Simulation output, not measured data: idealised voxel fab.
This section sets out a process module, namely voxel released beams.
Xsec cut, 265 nm wide, square cell size 5 nm.
The cross-sections in this document take the form of a grid made of square cells. They are written out as bands, in order from top to bottom. Each band consists of one or more rows of cells. Read a band's entry like this: the first values are the height of its top and the height of its bottom in nm, and what follows is the sequence of materials from left to right, each with its width in nm. Note that "air" is empty space, and that a single material marked "edge to edge" reaches across the band from edge to edge. Heights are expressed relative to 0, this being the level below which the as-received wafer comprises one material exclusively. The lowest band is unbounded in the downward direction and is denoted as in "0 and below". A width such as "30 to 40" changes by the same amount from each row of cells to the next, from the band's top row to its bottom row. "all unchanged", as given for a step, is the statement that not any cell of the cross-section underwent a change during that step. The entry titled "Sealed internal cavities" provides the empty spaces that have no open way to the top, restricted to those of 8 cells or more. Each is presented as width x height at distance, the distance being measured from the left edge, with all three in nm. Step line, after settings: the simulator's comment on this step. "overlay nm" denotes, for a step that has a mask, the displacement of the mask to the right of its planned place, with negative values corresponding to the left.
### Process steps foreseen in the plan
- 1: RECEIVE: material Si
- 2: CONFORMAL_DEP: material Al2O3, thk nm 10
- 3: DIRECTIONAL_DEP: material SiO2, thk nm 10
- 4: MASKED_ETCH: tone open, mask id ANCHOR, width nm 40, etch materials SiO2, depth nm 10, overlay nm 0
- 5: CONFORMAL_DEP: material W, thk nm 15
- 6: MASKED_ETCH: tone cover, mask id BEAM, width nm 80, etch materials W, depth nm 15, overlay nm 0
- 7: STRIP: etch materials SiO2
The plan's step 6 width nm is the first wafer's value; the wafers differ in this setting and start identical.
### This is how the first of several wafers looked in cross-section when it arrived, which is after step 1
* 0 and below: Si edge to edge
* Sealed internal cavities: none
### Heads up, this table goes wafer by wafer. A row tells you, at the end of the module, how many cells of each material that wafer has put on (+) or dropped (-) since it was received, and then its closed voids
width nm 80 | +106 Al2O3 | +60 W | Sealed internal cavities: none
width nm 85 | +106 Al2O3 | +63 W | Sealed internal cavities: none
width nm 90 | +106 Al2O3 | +66 W | Sealed internal cavities: none
width nm 95 | +106 Al2O3 | +69 W | Sealed internal cavities: none
width nm 100 | +106 Al2O3 | +72 W | Sealed internal cavities: none
width nm 105 | +106 Al2O3 | +75 W | Sealed internal cavities: none
